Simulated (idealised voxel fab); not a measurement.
You're looking at the process module voxel capacitor over wiring.
For reference, the cross-section in this document is cut, with width 265 nm and square cells of 5 nm.
This document writes a cross-section as a grid whose cells are square, and gives it as bands, listed from the top down; one or more rows of cells form a band. Read a band's entry like this: the first values are the height of its top and the height of its bottom in nm, and what follows is the sequence of materials from left to right, each with its width in nm. Note that "blank" is empty space, and that a single material marked "edge to edge" reaches across the band from edge to edge. Note: height 0 marks the level under which the wafer is uniformly one material as received. Lowest band unbounded below, written "0 and below". The notation "30 to 40" denotes a width that varies across the rows of cells in the band, beginning at the first number in the top row, finishing at the second number in the bottom row, and changing by an identical amount from each row to the next. The cross-section has no changed cell in any step marked "no alterations made". Reported under the label "Fully sealed cavities" are the empty spaces having no open way to the top and comprising 8 cells or more; the notation for each is width x height at distance, in which the distance is measured from the left edge and all three values are in nm. Read whatever lies past the settings on a step's line as the simulator's own remark about the step. What "overlay nm" on a step's line means: if the step has a mask, that mask lay this far to the right of its planned place, or, when the value is negative, to the left.

[Below is the list of planned process steps]
1,RECEIVE, material Si
2,CONFORMAL_DEP, material SiO2, thk nm 15
3,CONFORMAL_DEP, material SiCN, thk nm 5
4,DIRECTIONAL_DEP, material SiO2, thk nm 15
5,MASKED_ETCH, tone open, mask id METAL_1, width nm 25, pitch nm 85, etch materials SiO2, depth nm 15, overlay nm 0
6,MASKED_ETCH, tone open, mask id METAL_1, width nm 25, pitch nm 85, etch materials SiCN, depth nm 5, overlay nm 0
7,CONFORMAL_DEP, material TiN, thk nm 5
8,FILL_DEP, material Ru, thk nm 10
9,CMP, height nm 35
10,EPI, material Ru, thk nm 5
11,FILL_DEP, material SiCN, thk nm 5
12,DIRECTIONAL_DEP, material SiO2, thk nm 10
13,PATTERN, tone open, mask id PLUG_1, material resist, width nm 15, thk nm 20, overlay nm 0
14,DIRECTIONAL_ETCH, etch materials SiO2, depth nm 10
15,DIRECTIONAL_ETCH, etch materials SiCN, depth nm 5
16,STRIP, etch materials resist
17,CONFORMAL_DEP, material TiN, thk nm 5
18,FILL_DEP, material Ru, thk nm 5
19,CMP, height nm 55
20,DIRECTIONAL_DEP, material TiN, thk nm 10
21,DIRECTIONAL_DEP, material SiN, thk nm 5
22,DIRECTIONAL_DEP, material TiN, thk nm 10
23,DIRECTIONAL_DEP, material aC, thk nm 15
24,PATTERN, tone cover, mask id UPPER_PLATE, material resist, width nm 65, thk nm 30, overlay nm 0
25,DIRECTIONAL_ETCH, etch materials aC, depth nm 15
26,STRIP, etch materials resist
27,DIRECTIONAL_ETCH, etch materials TiN, depth nm 10
28,DIRECTIONAL_ETCH, etch materials SiN, depth nm 5
29,STRIP, etch materials aC
30,DIRECTIONAL_DEP, material aC, thk nm 10
31,PATTERN, tone cover, mask id LOWER_PLATE, material resist, width nm 75, thk nm 30, overlay nm 0
32,DIRECTIONAL_ETCH, etch materials aC, depth nm 10
33,STRIP, etch materials resist
34,DIRECTIONAL_ETCH, etch materials TiN, depth nm 10
35,STRIP, etch materials aC
36,FILL_DEP, material SiO2, thk nm 15
37,CMP, height nm 90
38,MASKED_ETCH, tone open, mask id PLUG_2, width nm 15, etch materials SiO2, depth nm 10, overlay nm 0
39,CONFORMAL_DEP, material TiN, thk nm 5
40,FILL_DEP, material Ru, thk nm 10
41,CMP, height nm 90
42,CONFORMAL_DEP, material SiCN, thk nm 5

[Cross-section of the wafer at receipt, which is the condition after step 1]
> 0 and below  Si edge to edge
> Fully sealed cavities: none

[first wafer at the end, as planned]
> 95 down to 90  SiCN edge to edge
> 90 down to 85  SiO2=95 / TiN=5 / Ru=5 / TiN=5 / SiO2=155
> 85 down to 80  SiO2=95 / TiN=15 / SiO2=155
> 80 down to 70  SiO2=85 / TiN=65 / SiO2=115
> 70 down to 65  SiO2=85 / SiN=65 / SiO2=115
> 65 down to 55  SiO2=80 / TiN=75 / SiO2=110
> 55 down to 45  SiO2=85 / TiN=5 / Ru=5 / TiN=5 / SiO2=165
> 45 down to 40  SiCN=85 / TiN=15 / SiCN=165
> 40 down to 35  SiCN=70 / Ru=35 / SiCN=50 / Ru=35 / SiCN=75
> 35 down to 20  SiO2=75 / TiN=5 / Ru=15 / TiN=5 / SiO2=60 / TiN=5 / Ru=15 / TiN=5 / SiO2=80
> 20 down to 15  SiCN=75 / TiN=25 / SiCN=60 / TiN=25 / SiCN=80
> 15 down to 0  SiO2 edge to edge
> 0 and below  Si edge to edge
> Fully sealed cavities: none

[Wafer two, sectioned after the module: the first wafer's start, the first wafer's plan, and one mistake in how it was run]
> 95 down to 90  SiCN edge to edge
> 90 down to 85  SiO2=95 / TiN=5 / Ru=5 / TiN=5 / SiO2=155
> 85 down to 80  SiO2=95 / TiN=15 / SiO2=155
> 80 down to 70  SiO2=85 / TiN=65 / SiO2=115
> 70 down to 60  SiO2=80 / TiN=75 / SiO2=110
> 60 down to 55  SiN edge to edge
> 55 down to 45  SiO2=85 / TiN=5 / Ru=5 / TiN=5 / SiO2=165
> 45 down to 40  SiCN=85 / TiN=15 / SiCN=165
> 40 down to 35  SiCN=70 / Ru=35 / SiCN=50 / Ru=35 / SiCN=75
> 35 down to 20  SiO2=75 / TiN=5 / Ru=15 / TiN=5 / SiO2=60 / TiN=5 / Ru=15 / TiN=5 / SiO2=80
> 20 down to 15  SiCN=75 / TiN=25 / SiCN=60 / TiN=25 / SiCN=80
> 15 down to 0  SiO2 edge to edge
> 0 and below  Si edge to edge
> Fully sealed cavities: none
Diagnosis: plan steps 20 and 21 run swapped
Heads up, by the end the second wafer has more or fewer cells of some materials compared to the first: SiN: 40 more | SiO2: 40 fewer
